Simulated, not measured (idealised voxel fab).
The name of this process module is voxel self aligned contacts.
Square cell edge 5 nm, section width 200 nm, ID cut.
Format of a cross-section: grid, square cells. Given as bands. Order: top down. Band: one or more rows of cells.
In this notation a band is specified by the heights of its top and bottom, in that order and in nm, after which its materials appear from left to right, each paired with its width in nm. The word "edge to edge" attached to a single material means that material fills the band from edge to edge; the word "empty" stands for empty space.
Measure heights from 0. That's the level where, below it, the as-received wafer is all one material. The lowest band is bottomless and extends downward; write it as in "from 0 down".
The two numbers in a width such as "30->40" mark its ends across the band: the first belongs to the top row of cells, the second to the bottom row, and from each row to the next the width moves by the same amount.
"no modification" after a step means that no cell of the cross-section changed.
"Fully closed voids" contains a list of empty spaces, each no smaller than 8 cells and without an open way to the top, written in the form width x height at distance with the distance from the left edge and all three in nm.
Where a step's line continues beyond its settings, the continuation is a remark by the simulator itself on that step.
A step line may carry the setting "overlay nm", which, for steps involving a mask, states the distance by which the mask lay to the right of its intended position; negative values denote displacement to the left.
Here's what the planned process steps look like:
step 1: RECEIVE with material Si
step 2: OXIDIZE with depth nm 5
step 3: DIRECTIONAL_DEP with material polySi, thk nm 30
step 4: DIRECTIONAL_DEP with material SiN, thk nm 20
step 5: MASKED_ETCH with tone cover, mask id GATE, width nm 30, pitch nm 65, etch materials SiN, depth nm 20, overlay nm 0
step 6: MASKED_ETCH with tone cover, mask id GATE, width nm 30, pitch nm 65, etch materials polySi, depth nm 30, overlay nm 0
step 7: CONFORMAL_DEP with material SiN, thk nm 10
step 8: DIRECTIONAL_ETCH with etch materials SiN, depth nm 10
step 9: FILL_DEP with material SiO2, thk nm 20
step 10: CMP with height nm 60
step 11: PATTERN with tone open, mask id CONTACT, material resist, width nm 45, thk nm 20, overlay nm 0
step 12: DIRECTIONAL_ETCH with etch materials SiO2, depth nm 65
step 13: STRIP with etch materials resist
step 14: CONFORMAL_DEP with material TiN, thk nm 5
step 15: FILL_DEP with material W, thk nm 10
step 16: CMP with height nm 60
step 17: CONFORMAL_DEP with material SiN, thk nm 5
Below: the first of two wafers, run as planned:
Wafer cross-section on receipt, i.e. after step 1:
    from 0 down | Si edge to edge
    Fully closed voids: none
The following cross-section depicts the wafer upon completion of step 2:
    from 0 to -5 | SiO2 edge to edge
    Below a height of -5, the structure has not been altered.
The following cross-section depicts the wafer upon completion of step 3:
    from 30 to 0 | polySi edge to edge
    Below a height of 0, the structure has not been altered.
The following cross-section depicts the wafer upon completion of step 4:
    from 50 to 30 | SiN edge to edge
    Below a height of 30, the structure has not been altered.
The following cross-section depicts the wafer upon completion of step 5:
    from 50 to 30 | empty (50), SiN (30), empty (35), SiN (30), empty (55)
    Below a height of 30, the structure has not been altered.
The following cross-section depicts the wafer upon completion of step 6:
    from 50 to 30 | empty (50), SiN (30), empty (35), SiN (30), empty (55)
    from 30 to 0 | empty (50), polySi (30), empty (35), polySi (30), empty (55)
    Below a height of 0, the structure has not been altered.
The following cross-section depicts the wafer upon completion of step 7:
    from 60 to 30 | empty (40), SiN (50), empty (15), SiN (50), empty (45)
    from 30 to 10 | empty (40), SiN (10), polySi (30), SiN (10), empty (15), SiN (10), polySi (30), SiN (10), empty (45)
    from 10 to 0 | SiN (50), polySi (30), SiN (35), polySi (30), SiN (55)
    Below a height of 0, the structure has not been altered.
The following cross-section depicts the wafer upon completion of step 8:
    from 50 to 30 | empty (40), SiN (50), empty (15), SiN (50), empty (45)
    from 30 to 0 | empty (40), SiN (10), polySi (30), SiN (10), empty (15), SiN (10), polySi (30), SiN (10), empty (45)
    Below a height of 0, the structure has not been altered.
The following cross-section depicts the wafer upon completion of step 9:
    from 70 to 50 | SiO2 edge to edge
    from 50 to 30 | SiO2 (40), SiN (50), SiO2 (15), SiN (50), SiO2 (45)
    from 30 to 0 | SiO2 (40), SiN (10), polySi (30), SiN (10), SiO2 (15), SiN (10), polySi (30), SiN (10), SiO2 (45)
    Below a height of 0, the structure has not been altered.
The following cross-section depicts the wafer upon completion of step 10:
    from 60 to 50 | SiO2 edge to edge
    Below a height of 50, the structure has not been altered.
The following cross-section depicts the wafer upon completion of step 11:
    from 80 to 60 | resist (75), empty (45), resist (80)
    Below a height of 60, the structure has not been altered.
The following cross-section depicts the wafer upon completion of step 12:
    from 80 to 60 | resist (75), empty (45), resist (80)
    from 60 to 50 | SiO2 (75), empty (45), SiO2 (80)
    from 50 to 30 | SiO2 (40), SiN (50), empty (15), SiN (50), SiO2 (45)
    from 30 to 0 | SiO2 (40), SiN (10), polySi (30), SiN (10), empty (15), SiN (10), polySi (30), SiN (10), SiO2 (45)
    from 0 to -5 | SiO2 (90), empty (15), SiO2 (95)
    Below a height of -5, the structure has not been altered.
The following cross-section depicts the wafer upon completion of step 13:
    from 60 to 50 | SiO2 (75), empty (45), SiO2 (80)
    Below a height of 50, the structure has not been altered.
The following cross-section depicts the wafer upon completion of step 14:
    from 65 to 60 | TiN (80), empty (35), TiN (85)
    from 60 to 50 | SiO2 (75), TiN (5->20), empty (35->5), TiN (5->20), SiO2 (80)
    from 50 to 30 | SiO2 (40), SiN (50), TiN (5), empty (5), TiN (5), SiN (50), SiO2 (45)
    from 30 to 0 | SiO2 (40), SiN (10), polySi (30), SiN (10), TiN (5), empty (5), TiN (5), SiN (10), polySi (30), SiN (10), SiO2 (45)
    from 0 to -5 | SiO2 (90), TiN (15), SiO2 (95)
    Below a height of -5, the structure has not been altered.
The following cross-section depicts the wafer upon completion of step 15:
    from 75 to 65 | W edge to edge
    from 65 to 60 | TiN (80), W (35), TiN (85)
    from 60 to 50 | SiO2 (75), TiN (5->20), W (35->5), TiN (5->20), SiO2 (80)
    from 50 to 30 | SiO2 (40), SiN (50), TiN (5), W (5), TiN (5), SiN (50), SiO2 (45)
    from 30 to 0 | SiO2 (40), SiN (10), polySi (30), SiN (10), TiN (5), W (5), TiN (5), SiN (10), polySi (30), SiN (10), SiO2 (45)
    Below a height of 0, the structure has not been altered.
The following cross-section depicts the wafer upon completion of step 16:
    from 60 to 50 | SiO2 (75), TiN (5->20), W (35->5), TiN (5->20), SiO2 (80)
    Below a height of 50, the structure has not been altered.
The following cross-section depicts the wafer upon completion of step 17:
    from 65 to 60 | SiN edge to edge
    Below a height of 60, the structure has not been altered.
Second wafer: same start and same plan as the first, one execution error; identical to the first through step 4:
Cross-section of the second wafer at the time by which step 5 should have been completed according to the plan:
    from 50 to 40 | empty (50), SiN (30), empty (35), SiN (30), empty (55)
    Below a height of 40, the structure has not been altered.
Cross-section of the second wafer at the time by which step 6 should have been completed according to the plan: no modification
Cross-section of the second wafer at the time by which step 7 should have been completed according to the plan:
    from 60 to 50 | empty (40), SiN (50), empty (15), SiN (50), empty (45)
    from 50 to 30 | SiN edge to edge
    Below a height of 30, the structure has not been altered.
Cross-section of the second wafer at the time by which step 8 should have been completed according to the plan:
    from 50 to 40 | empty (40), SiN (50), empty (15), SiN (50), empty (45)
    Below a height of 40, the structure has not been altered.
Cross-section of the second wafer at the time by which step 9 should have been completed according to the plan:
    from 70 to 50 | SiO2 edge to edge
    from 50 to 40 | SiO2 (40), SiN (50), SiO2 (15), SiN (50), SiO2 (45)
    Below a height of 40, the structure has not been altered.
Cross-section of the second wafer at the time by which step 10 should have been completed according to the plan:
    from 60 to 50 | SiO2 edge to edge
    Below a height of 50, the structure has not been altered.
Cross-section of the second wafer at the time by which step 11 should have been completed according to the plan:
    from 80 to 60 | resist (75), empty (45), resist (80)
    Below a height of 60, the structure has not been altered.
Cross-section of the second wafer at the time by which step 12 should have been completed according to the plan:
    from 80 to 60 | resist (75), empty (45), resist (80)
    from 60 to 50 | SiO2 (75), empty (45), SiO2 (80)
    from 50 to 40 | SiO2 (40), SiN (50), empty (15), SiN (50), SiO2 (45)
    Below a height of 40, the structure has not been altered.
Cross-section of the second wafer at the time by which step 13 should have been completed according to the plan:
    from 60 to 50 | SiO2 (75), empty (45), SiO2 (80)
    Below a height of 50, the structure has not been altered.
Cross-section of the second wafer at the time by which step 14 should have been completed according to the plan:
    from 65 to 60 | TiN (80), empty (35), TiN (85)
    from 60 to 50 | SiO2 (75), TiN (5->20), empty (35->5), TiN (5->20), SiO2 (80)
    from 50 to 45 | SiO2 (40), SiN (50), TiN (5), empty (5), TiN (5), SiN (50), SiO2 (45)
    from 45 to 40 | SiO2 (40), SiN (50), TiN (15), SiN (50), SiO2 (45)
    Below a height of 40, the structure has not been altered.
Cross-section of the second wafer at the time by which step 15 should have been completed according to the plan:
    from 75 to 65 | W edge to edge
    from 65 to 60 | TiN (80), W (35), TiN (85)
    from 60 to 50 | SiO2 (75), TiN (5->20), W (35->5), TiN (5->20), SiO2 (80)
    from 50 to 45 | SiO2 (40), SiN (50), TiN (5), W (5), TiN (5), SiN (50), SiO2 (45)
    Below a height of 45, the structure has not been altered.
Cross-section of the second wafer at the time by which step 16 should have been completed according to the plan:
    from 60 to 50 | SiO2 (75), TiN (5->20), W (35->5), TiN (5->20), SiO2 (80)
    Below a height of 50, the structure has not been altered.
Cross-section of the second wafer at the time by which step 17 should have been completed according to the plan:
    from 65 to 60 | SiN edge to edge
    Below a height of 60, the structure has not been altered.
Where did the run depart from the plan? not per plan at step 5, really ran MASKED_ETCH with tone cover, mask id GATE, width nm 30, pitch nm 65, etch materials SiN, depth nm 10, overlay nm 0
FYI, end of process, the second wafer has more or fewer cells of some materials than the first: -8 SiN; -133 SiO2; -18 TiN; -9 W; +168 polySi
